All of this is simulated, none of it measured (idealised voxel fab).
Presented below is a process module, voxel air gaps.
Each square cell in cross-section cut measures 5 nm, and the section as a whole is 155 nm wide.
In what follows, cross-sections appear as grids of square cells, described through bands that run from the top down, where every band is one or more rows of cells.
Within each band entry, the heights of the top and of the bottom of the band appear first, in that order and in nm; the materials of the band then follow from left to right, each with its corresponding width in nm. The designation "everywhere" on a single material indicates that it fills the band from edge to edge; the designation "blank" indicates empty space.
Where do heights start? At 0: under that level the wafer as delivered is made of one material only. And the lowest band has no floor; it just carries on downward, as in "0 -> down".
Quick explanation for "30->40": the width changes in equal steps down the rows of cells, from the first number in the band's top row to the second number in its bottom row.
Step note "no modifications" = no cross-section cell changed.
If an empty space has no open way to the top and is at least 8 cells in size, "Completely sealed voids" lists it, written width x height at distance, where distance is measured from the left edge and every value is in nm.
If you see something after the settings on a step's line, that's the simulator's own remark about that step.
"overlay nm" denotes, for a step that has a mask, the displacement of the mask to the right of its planned place, with negative values corresponding to the left.
Everything after this point is organized in pairs: a cross-section before one process step, a cross-section after it that shows only as deep as the lowest changed band, and, under the pair, the intervening step with its settings. Because different runs of this module on the same starting wafer can supply different pairs, a pair continues from the pair above it only if its entry headed "Prior state" says so.
Prior state:
65 -> 55 | blank 20  Ru 35  blank 5  Ru 35  blank 5  Ru 35  blank 20
55 -> 25 | blank 30  TiN 5  W 5  TiN 5  blank 25  TiN 5  W 5  TiN 5  blank 25  TiN 5  W 5  TiN 5  blank 30
25 -> 20 | blank 30  TiN 15  blank 25  TiN 15  blank 25  TiN 15  blank 30
20 -> 0 | SiCN everywhere
0 -> down | Si everywhere
Completely sealed voids: none
Post-Step Cross-Section:
70 -> 65 | blank 15  SiCN 125  blank 15
65 -> 55 | blank 15  SiCN 5  Ru 35  SiCN 5  Ru 35  SiCN 5  Ru 35  SiCN 5  blank 15
55 -> 50 | blank 15  SiCN 15  TiN 5  W 5  TiN 5  SiCN 25  TiN 5  W 5  TiN 5  SiCN 25  TiN 5  W 5  TiN 5  SiCN 15  blank 15
50 -> 25 | blank 25  SiCN 5  TiN 5  W 5  TiN 5  SiCN 5  blank 15  SiCN 5  TiN 5  W 5  TiN 5  SiCN 5  blank 15  SiCN 5  TiN 5  W 5  TiN 5  SiCN 5  blank 25
25 -> 20 | SiCN 30  TiN 15  SiCN 25  TiN 15  SiCN 25  TiN 15  SiCN 30
All layers under 20 are left as they were.
Completely sealed voids: 15 x 25 at 50; 15 x 25 at 90
Applied between the two views above: CONFORMAL_DEP | material SiCN | thk nm 5
Prior state:
55 -> 20 | lowk everywhere
20 -> 15 | SiCN everywhere
15 -> 0 | SiO2 everywhere
0 -> down | Si everywhere
Completely sealed voids: none
Post-Step Cross-Section:
70 -> 55 | blank 30  resist 15  blank 25  resist 15  blank 25  resist 15  blank 30
All layers under 55 are left as they were.
Completely sealed voids: none
Applied between the two views above: PATTERN | tone cover | mask id LINES | material resist | width nm 15 | pitch nm 40 | thk nm 15 | overlay nm 0
Prior state: after-step cross-section of the pair just above applies.
Post-Step Cross-Section:
70 -> 55 | blank 30  resist 15  blank 25  resist 15  blank 25  resist 15  blank 30
55 -> 20 | blank 30  lowk 15  blank 25  lowk 15  blank 25  lowk 15  blank 30
All layers under 20 are left as they were.
Completely sealed voids: none
Applied between the two views above: DIRECTIONAL_ETCH | etch materials lowk | depth nm 35
Prior state: after-step cross-section of the pair just above applies.
Post-Step Cross-Section:
55 -> 20 | blank 30  lowk 15  blank 25  lowk 15  blank 25  lowk 15  blank 30
All layers under 20 are left as they were.
Completely sealed voids: none
Applied between the two views above: STRIP | etch materials resist
Prior state: after-step cross-section of the pair just above applies.
Post-Step Cross-Section:
60 -> 55 | blank 25  TiN 25  blank 15  TiN 25  blank 15  TiN 25  blank 25
55 -> 25 | blank 25  TiN 5  lowk 15  TiN 5  blank 15  TiN 5  lowk 15  TiN 5  blank 15  TiN 5  lowk 15  TiN 5  blank 25
25 -> 20 | TiN 30  lowk 15  TiN 25  lowk 15  TiN 25  lowk 15  TiN 30
All layers under 20 are left as they were.
Completely sealed voids: none
Applied between the two views above: CONFORMAL_DEP | material TiN | thk nm 5
Prior state: after-step cross-section of the pair just above applies.
Post-Step Cross-Section:
65 -> 60 | W everywhere
60 -> 55 | W 25  TiN 25  W 15  TiN 25  W 15  TiN 25  W 25
55 -> 25 | W 25  TiN 5  lowk 15  TiN 5  W 15  TiN 5  lowk 15  TiN 5  W 15  TiN 5  lowk 15  TiN 5  W 25
All layers under 25 are left as they were.
Completely sealed voids: none
Applied between the two views above: FILL_DEP | material W | thk nm 5
Prior state: after-step cross-section of the pair just above applies.
Post-Step Cross-Section:
55 -> 25 | W 25  TiN 5  lowk 15  TiN 5  W 15  TiN 5  lowk 15  TiN 5  W 15  TiN 5  lowk 15  TiN 5  W 25
All layers under 25 are left as they were.
Completely sealed voids: none
Applied between the two views above: CMP | height nm 55
Prior state: after-step cross-section of the pair just above applies.
Post-Step Cross-Section:
65 -> 55 | Ru everywhere
All layers under 55 are left as they were.
Completely sealed voids: none
Applied between the two views above: EPI | material Ru | thk nm 10
Prior state: after-step cross-section of the pair just above applies.
Post-Step Cross-Section:
70 -> 65 | SiCN everywhere
All layers under 65 are left as they were.
Completely sealed voids: none
Applied between the two views above: CONFORMAL_DEP | material SiCN | thk nm 5
